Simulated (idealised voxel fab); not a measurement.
The following process module bears the name voxel gate over fins.
It is cross-section cut that appears here, measuring 285 nm in width, its square cells being 5 nm in size.
Cross-section format: a grid of square cells, given as bands from top to bottom; each band is one or more rows of cells.
Basically the band line says how high the top is and how high the bottom is, in nm, and then what's in it from left to right, every material with its width in nm. Empty space shows up as "empty", and if a single material carries "all across" it runs the full band edge to edge.
Heights are measured from 0, the level below which the as-received wafer is all one material; the lowest band has no bottom and continues downward, written as in "0..down".
Top row gets the first number, bottom row gets the second, and each row in between changes by the same step: that is how a band width like "30..40" works.
Take "stayed the same" at face value: in the step it is given for, the cross-section changed in none of its cells.
This entry, "Non-vented voids", enumerates those empty regions of no fewer than 8 cells that possess no open connection to the top. Each region is reported in the form width x height at distance, the distance being taken from the left edge, with all three quantities expressed in nm.
Anything after a step's settings on that line? It's the simulator's own note about the step.
The optional step-line setting "overlay nm" applies to steps with a mask and quantifies how far to the right of its planned location the mask lay, a negative value indicating leftward placement.
Here's what the planned process steps look like:
step 1: RECEIVE, material Si
step 2: CONFORMAL_DEP, material SiN, thk nm 5
step 3: DIRECTIONAL_DEP, material aC, thk nm 15
step 4: PATTERN, tone cover, mask id FINS, material resist, width nm 15, pitch nm 50, thk nm 30, overlay nm 0
step 5: DIRECTIONAL_ETCH, etch materials aC, depth nm 15
step 6: STRIP, etch materials resist
step 7: DIRECTIONAL_ETCH, etch materials SiN, depth nm 5
step 8: DIRECTIONAL_ETCH, etch materials Si, depth nm 40
step 9: STRIP, etch materials aC
step 10: FILL_DEP, material SiO2, thk nm 10
step 11: CMP, height nm 5
step 12: DIRECTIONAL_DEP, material aC, thk nm 15
step 13: PATTERN, tone open, mask id RAIL, material resist, width nm 15, thk nm 35, overlay nm 0
step 14: DIRECTIONAL_ETCH, etch materials aC, depth nm 15
step 15: STRIP, etch materials resist
step 16: DIRECTIONAL_ETCH, etch materials SiO2, depth nm 40
step 17: STRIP, etch materials aC
step 18: CONFORMAL_DEP, material TiN, thk nm 5
step 19: FILL_DEP, material W, thk nm 5
step 20: CMP, height nm 5
step 21: SELECTIVE_ETCH, etch materials W Ru TiN, depth nm 20
step 22: FILL_DEP, material SiO2, thk nm 5
step 23: CMP, height nm 5
step 24: SELECTIVE_ETCH, etch materials SiO2, depth nm 15
step 25: STRIP, etch materials SiN
step 26: CONFORMAL_DEP, material HfO2, thk nm 5
step 27: CONFORMAL_DEP, material TiN, thk nm 5
step 28: CONFORMAL_DEP, material TiAl, thk nm 5
step 29: CONFORMAL_DEP, material TiN, thk nm 5
step 30: FILL_DEP, material W, thk nm 10
step 31: CMP, height nm 25
step 32: CONFORMAL_DEP, material SiN, thk nm 10
So this is the incoming wafer in cross-section - it's already been through step 1:
* 0..down = Si all across
* Non-vented voids: none
Cross-sectional view of the first of the two wafers upon completion of the module, processed in accordance with the plan:
* 35..25 = SiN all across
* 25..20 = W all across
* 20..15 = W=65, TiN=155, W=65
* 15..10 = W=65, TiN=5, TiAl=45, TiN=5, TiAl=45, TiN=5, TiAl=45, TiN=5, W=65
* 10..5 = TiN=70, TiAl=5, TiN=35, TiAl=5, TiN=5, TiAl=5, TiN=35, TiAl=5, TiN=5, TiAl=5, TiN=35, TiAl=5, TiN=70
* 5..0 = TiAl=75, TiN=5, HfO2=25, TiN=5, TiAl=15, TiN=5, HfO2=25, TiN=5, TiAl=15, TiN=5, HfO2=25, TiN=5, TiAl=75
* 0..-5 = TiN=80, HfO2=5, Si=15, HfO2=5, TiN=25, HfO2=5, Si=15, HfO2=5, TiN=25, HfO2=5, Si=15, HfO2=5, TiN=80
* -5..-10 = HfO2=85, Si=15, HfO2=35, Si=15, HfO2=35, Si=15, HfO2=85
* -10..-15 = SiO2=85, Si=15, SiO2=35, Si=15, SiO2=35, Si=15, SiO2=85
* -15..-30 = SiO2=85, Si=15, SiO2=10, TiN=5, W=5, TiN=5, SiO2=10, Si=15, SiO2=35, Si=15, SiO2=85
* -30..-35 = SiO2=85, Si=15, SiO2=10, TiN=15, SiO2=10, Si=15, SiO2=35, Si=15, SiO2=85
* -35..-40 = SiO2=85, Si=15, SiO2=35, Si=15, SiO2=35, Si=15, SiO2=85
* -40..down = Si all across
* Non-vented voids: none
Presented here is a cross-section of the second of the two wafers as it stood at the end of the module. It was started in the same manner and assigned the same plan as the first wafer; however, one mistake was made in its execution:
* 35..25 = SiN all across
* 25..20 = W all across
* 20..15 = W=65, TiN=155, W=65
* 15..10 = W=65, TiN=5, TiAl=45, TiN=5, TiAl=45, TiN=5, TiAl=45, TiN=5, W=65
* 10..5 = TiN=70, TiAl=5, HfO2=35, TiAl=5, TiN=5, TiAl=5, HfO2=35, TiAl=5, TiN=5, TiAl=5, HfO2=35, TiAl=5, TiN=70
* 5..0 = TiAl=75, HfO2=5, TiN=25, HfO2=5, TiAl=15, HfO2=5, TiN=25, HfO2=5, TiAl=15, HfO2=5, TiN=25, HfO2=5, TiAl=75
* 0..-5 = HfO2=80, TiN=5, Si=15, TiN=5, HfO2=25, TiN=5, Si=15, TiN=5, HfO2=25, TiN=5, Si=15, TiN=5, HfO2=80
* -5..-10 = TiN=85, Si=15, TiN=35, Si=15, TiN=35, Si=15, TiN=85
* -10..-15 = SiO2=85, Si=15, SiO2=35, Si=15, SiO2=35, Si=15, SiO2=85
* -15..-30 = SiO2=85, Si=15, SiO2=10, TiN=5, W=5, TiN=5, SiO2=10, Si=15, SiO2=35, Si=15, SiO2=85
* -30..-35 = SiO2=85, Si=15, SiO2=10, TiN=15, SiO2=10, Si=15, SiO2=35, Si=15, SiO2=85
* -35..-40 = SiO2=85, Si=15, SiO2=35, Si=15, SiO2=35, Si=15, SiO2=85
* -40..down = Si all across
* Non-vented voids: none
What was the processing mistake? the processing plan was not followed for steps 26 and 27, which were run with their positions exchanged
Cell counts per material: same on both final wafers. Positions: different.
